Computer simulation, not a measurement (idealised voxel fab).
Herein follows the process module entitled voxel trench capacitor.
225 nm wide, 5 nm square cells: that's cross-section cut.
Reading order for cross-sections: top band down to bottom band. Underlying form: a grid of square cells. Band size: one or more rows of cells. Heads up on the band format: heights come first, top then bottom, in nm. After that it's the materials left to right, each with its width in nm. A single material flagged "all across" fills the whole band edge to edge, and "empty" means there's empty space there. Heights are expressed relative to 0, this being the level below which the as-received wafer comprises one material exclusively. The lowest band is unbounded in the downward direction and is denoted as in "0 -> down". The expression "30->40" gives the width at the extremes of the band, the first number at its top row of cells and the second at its bottom row, with the width changing by equal amounts from each row to the next in between. Step note "nothing different" = no cross-section cell changed. Under "Closed internal cavities" you'll find the enclosed gaps, the ones with no way out to the top, that are 8 cells or bigger; each reads width x height at distance, with distance counted from the left edge, everything in nm. Where a step's line continues beyond its settings, the continuation is a remark by the simulator itself on that step. overlay nm: right-of-plan distance of the mask on a masked step; negative values mean left-of-plan.

# Process steps foreseen in the plan
step 1: RECEIVE (material Si)
step 2: CONFORMAL_DEP (material SiN; thk nm 10)
step 3: MASKED_ETCH (tone open; mask id TRENCH; width nm 20; pitch nm 45; etch materials SiN; depth nm 10; overlay nm 0)
step 4: MASKED_ETCH (tone open; mask id TRENCH; width nm 20; pitch nm 45; etch materials Si; depth nm 25; overlay nm 0)
step 5: CONFORMAL_DEP (material SiO2; thk nm 5)
step 6: FILL_DEP (material polySi; thk nm 5)
step 7: CMP (height nm 10)

# Cross-section of the wafer at receipt, which is the condition after step 1
0 -> down  Si all across
Closed internal cavities: none

# Result of the module, cross-sectioned: start per above, plan per above, one error in how it was run
10 -> 5  polySi all across
5 -> 0  60 of SiO2; 10 of polySi; 35 of SiO2; 10 of polySi; 35 of SiO2; 10 of polySi; 65 of SiO2
0 -> -20  55 of Si; 5 of SiO2; 10 of polySi; 5 of SiO2; 25 of Si; 5 of SiO2; 10 of polySi; 5 of SiO2; 25 of Si; 5 of SiO2; 10 of polySi; 5 of SiO2; 60 of Si
-20 -> -25  55 of Si; 20 of SiO2; 25 of Si; 20 of SiO2; 25 of Si; 20 of SiO2; 60 of Si
-25 -> down  Si all across
Closed internal cavities: none
What broke from the plan during processing? the plan's step 2 went unexecuted, having been skipped
